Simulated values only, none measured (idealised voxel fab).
A process module follows: voxel air gaps.
Pictured: cross-section cut, 225 nm wide, on a grid of 5 nm square cells.
How to read a cross-section here: the picture is a grid of square cells, written as bands going from the top down, and any band can span one or more rows of cells.
Band: top height; bottom height; in nm. Then, left to right: material with width in nm, for each material. "everywhere": a single material spanning edge to edge. "blank": empty space.
Heads up on the height convention: 0 is the point under which the incoming wafer is all one material, and the lowest band has no bottom, it just keeps going down, like "0 nm and below".
A width given as "30..40" starts at the first number in the band's top row and ends at the second number in its bottom row, shifting by an equal amount at every step from row to row.
Basically "identical to before" means that step didn't change any cell in the cross-section.
Basically, "Fully sealed voids" tells you about the enclosed voids: empty spaces with no open way to the top, 8 cells or bigger, each written width x height at distance, where distance is from the left edge, all in nm.
Step line, after settings: the simulator's comment on this step.
If you see "overlay nm" on a step's line and that step has a mask, it's telling you how far right of where it was planned the mask ended up; a negative number means it went left instead.
The process steps that were planned are listed below
- 1: RECEIVE,material Si
- 2: CONFORMAL_DEP,material SiO2,thk nm 10
- 3: CONFORMAL_DEP,material SiCN,thk nm 5
- 4: DIRECTIONAL_DEP,material SiO2,thk nm 40
- 5: PATTERN,tone open,mask id LINES,material resist,width nm 20,pitch nm 45,thk nm 15,overlay nm 0
- 6: DIRECTIONAL_ETCH,etch materials SiO2,depth nm 40
- 7: STRIP,etch materials resist
- 8: CONFORMAL_DEP,material TiN,thk nm 5
- 9: FILL_DEP,material W,thk nm 10
- 10: CMP,height nm 55
- 11: EPI,material Ru,thk nm 10
- 12: SELECTIVE_ETCH,etch materials SiO2,depth nm 50
- 13: CONFORMAL_DEP,material SiCN,thk nm 5
Cross-section: wafer on arrival = after step 1
- 0 nm and below: Si everywhere
- Fully sealed voids: none
The first of the two wafers as seen in cross-section once the module was finished; processing followed the plan
- 70 nm to 65 nm: 40 nm blank; 140 nm SiCN; 45 nm blank
- 65 nm to 55 nm: 40 nm blank; 5 nm SiCN; 40 nm Ru; 5 nm SiCN; 40 nm Ru; 5 nm SiCN; 40 nm Ru; 5 nm SiCN; 45 nm blank
- 55 nm to 50 nm: 40 nm blank; 15 nm SiCN; 5 nm TiN; 10 nm W; 5 nm TiN; 25 nm SiCN; 5 nm TiN; 10 nm W; 5 nm TiN; 25 nm SiCN; 5 nm TiN; 10 nm W; 5 nm TiN; 15 nm SiCN; 45 nm blank
- 50 nm to 20 nm: 50 nm blank; 5 nm SiCN; 5 nm TiN; 10 nm W; 5 nm TiN; 5 nm SiCN; 15 nm blank; 5 nm SiCN; 5 nm TiN; 10 nm W; 5 nm TiN; 5 nm SiCN; 15 nm blank; 5 nm SiCN; 5 nm TiN; 10 nm W; 5 nm TiN; 5 nm SiCN; 55 nm blank
- 20 nm to 15 nm: 55 nm SiCN; 20 nm TiN; 25 nm SiCN; 20 nm TiN; 25 nm SiCN; 20 nm TiN; 60 nm SiCN
- 15 nm to 10 nm: SiCN everywhere
- 10 nm to 0 nm: SiO2 everywhere
- 0 nm and below: Si everywhere
- Fully sealed voids: 15 x 30 at 80; 15 x 30 at 125
Cross-section of the latter of the two wafers at module completion. It had an identical start and an identical plan to the former; in running it, one mistake was made
- 60 nm to 50 nm: SiCN everywhere
- 50 nm to 0 nm: SiO2 everywhere
- 0 nm and below: Si everywhere
- Fully sealed voids: none
What broke from the plan during processing? transposition of steps 3 and 4 relative to the planned sequence
At the finish, the second wafer shows more or fewer cells for some materials than the first does: -48 Ru; -76 SiCN; +360 SiO2; -54 TiN; -42 W
The final tally of closed voids stands at 2 on the first wafer and 0 on the second.
